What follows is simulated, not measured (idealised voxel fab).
Process module in this document: voxel released beams
In the cross-section labelled cut, the width is 140 nm and each square cell is 5 nm.
Cross-section spec: square-cell grid; bands listed top down; each band is one or more rows. Quick guide to a band line: top height, bottom height (nm) up front; then every material left to right with its width in nm. Only one material and it's marked "throughout"? Then it fills the band edge to edge. And "air" just means empty space. Where do heights start? At 0: under that level the wafer as delivered is made of one material only. And the lowest band has no floor; it just carries on downward, as in "z 0 and below". Read "30..40" as a graded width: first number on top, second number at the bottom, same change between each pair of neighbouring rows. Key: "no change occurred" - step with no changed cell in the cross-section. For the entry "Fully closed voids", the listed items are empty spaces with no open way to the top whose size is 8 cells or more; each item follows the pattern width x height at distance, where distance is from the left edge and all three are in nm. after a step's settings: what the simulator itself notes on the step. overlay nm: step with mask; distance mask lay right of planned place; negative value = left of planned place.
**Planned step list for the process**
1: RECEIVE (material Si)
2: CONFORMAL_DEP (material Al2O3; thk nm 10)
3: DIRECTIONAL_DEP (material SiO2; thk nm 20)
4: DIRECTIONAL_DEP (material aC; thk nm 10)
5: PATTERN (tone open; mask id ANCHOR; material resist; width nm 35; thk nm 25; overlay nm 0)
6: DIRECTIONAL_ETCH (etch materials aC; depth nm 10)
7: STRIP (etch materials resist)
8: DIRECTIONAL_ETCH (etch materials SiO2; depth nm 20)
9: STRIP (etch materials aC)
10: CONFORMAL_DEP (material W; thk nm 15)
11: MASKED_ETCH (tone cover; mask id BEAM; width nm 105; etch materials W; depth nm 15; overlay nm 0)
12: STRIP (etch materials SiO2)
**The cross-section here shows the wafer as received, i.e. in its state after step 1**
	z 0 and below = Si throughout
	Fully closed voids: none
**Cross-sectional image of the first of two wafers at the end of the module, the run having proceeded as planned**
	z 45 to 30 = 15 air / 20 W / 5 air / 80 W / 20 air
	z 30 to 25 = 20 air / 15 W / 5 air / 15 W / 85 air
	z 25 to 10 = 20 air / 35 W / 85 air
	z 10 to 0 = Al2O3 throughout
	z 0 and below = Si throughout
	Fully closed voids: none
**Module end: cross-section of wafer two of two. Same start and process plan as the first wafer. One mistake during execution**
	z 45 to 30 = 15 air / 105 W / 20 air
	z 30 to 10 = W throughout
	z 10 to 0 = Al2O3 throughout
	z 0 and below = Si throughout
	Fully closed voids: none
What was the processing mistake? off-plan run, step 3, actual operation and settings DIRECTIONAL_DEP (material W; thk nm 20)
Materials where the second wafer ends with more or fewer cells than the first: 88 more of W
